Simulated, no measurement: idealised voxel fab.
Process module name: voxel self aligned contacts
Xsec cut, 215 nm wide, square cell size 5 nm.
Format of a cross-section: grid, square cells. Given as bands. Order: top down. Band: one or more rows of cells.
This entry defines a band. It first specifies the height of the band's top and the height of its bottom in nm, and then specifies the band's materials from left to right, stating each material with its width in nm. The word "full width" identifies a single material that fills the band from edge to edge, while the word "blank" identifies empty space.
Counting heights begins at 0, where everything beneath is, in the wafer as received, one material. The lowest band has no bottom; it goes on downwards, as "0 nm and below" shows.
The two numbers in a width such as "30->40" mark its ends across the band: the first belongs to the top row of cells, the second to the bottom row, and from each row to the next the width moves by the same amount.
"nothing different" for a step: no cell of the cross-section changed in that step.
Enclosed cavities: empty space of 8 cells or more with no open way to the top, each as width x height at its distance from the left edge, in nm
Note: text after step settings on the step line = simulator remark on that step.
The line of a step may include "overlay nm". On a step with a mask, this value is how far to the right of its planned place the mask lay. A negative value means the mask lay to the left.
## The steps planned for the process are as follows
| 1 | op RECEIVE | material Si |
| 2 | op CONFORMAL_DEP | material SiO2 | thk nm 5 |
| 3 | op DIRECTIONAL_DEP | material polySi | thk nm 20 |
| 4 | op DIRECTIONAL_DEP | material SiN | thk nm 25 |
| 5 | op MASKED_ETCH | tone cover | mask id GATE | width nm 25 | pitch nm 65 | etch materials SiN | depth nm 25 | overlay nm 0 |
| 6 | op MASKED_ETCH | tone cover | mask id GATE | width nm 25 | pitch nm 65 | etch materials polySi | depth nm 20 | overlay nm 0 |
| 7 | op CONFORMAL_DEP | material SiN | thk nm 10 |
| 8 | op DIRECTIONAL_ETCH | etch materials SiN | depth nm 10 |
| 9 | op FILL_DEP | material SiO2 | thk nm 20 |
| 10 | op CMP | height nm 60 |
| 11 | op DIRECTIONAL_DEP | material aC | thk nm 15 |
| 12 | op PATTERN | tone open | mask id CONTACT | material resist | width nm 50 | pitch nm 65 | thk nm 35 | overlay nm 0 |
| 13 | op DIRECTIONAL_ETCH | etch materials aC | depth nm 15 |
| 14 | op STRIP | etch materials resist |
| 15 | op DIRECTIONAL_ETCH | etch materials SiO2 | depth nm 60 |
| 16 | op STRIP | etch materials aC |
| 17 | op CONFORMAL_DEP | material TiN | thk nm 5 |
| 18 | op FILL_DEP | material Ru | thk nm 5 |
| 19 | op CMP | height nm 60 |
| 20 | op CONFORMAL_DEP | material SiCN | thk nm 5 |
## Cross-section, incoming material, after step 1
> 0 nm and below: Si full width
> Enclosed cavities: none
## The following cross-section depicts the wafer upon conclusion of the module. Processing commenced from the starting condition illustrated above and adhered to the plan illustrated above, save for one mistake in execution
> 65 nm to 60 nm: SiCN full width
> 60 nm to 50 nm: SiO2 (40) / TiN (5->30) / Ru (40->10) / TiN (5->10) / SiO2 (15) / TiN (5->30) / Ru (40->10) / TiN (5->10) / SiO2 (60)
> 50 nm to 25 nm: SiO2 (20) / SiN (45) / TiN (5) / Ru (10) / TiN (5) / SiN (45) / TiN (5) / Ru (10) / TiN (5) / SiN (45) / SiO2 (20)
> 25 nm to 5 nm: SiO2 (20) / SiN (10) / polySi (25) / SiN (10) / TiN (5) / Ru (10) / TiN (5) / SiN (10) / polySi (25) / SiN (10) / TiN (5) / Ru (10) / TiN (5) / SiN (10) / polySi (25) / SiN (10) / SiO2 (20)
> 5 nm to 0 nm: SiO2 (65) / TiN (20) / SiO2 (45) / TiN (20) / SiO2 (65)
> 0 nm and below: Si full width
> Enclosed cavities: none
What was done differently from what was planned? not per plan at step 12, really ran op PATTERN | tone open | mask id CONTACT | material resist | width nm 50 | pitch nm 65 | thk nm 35 | overlay nm -10
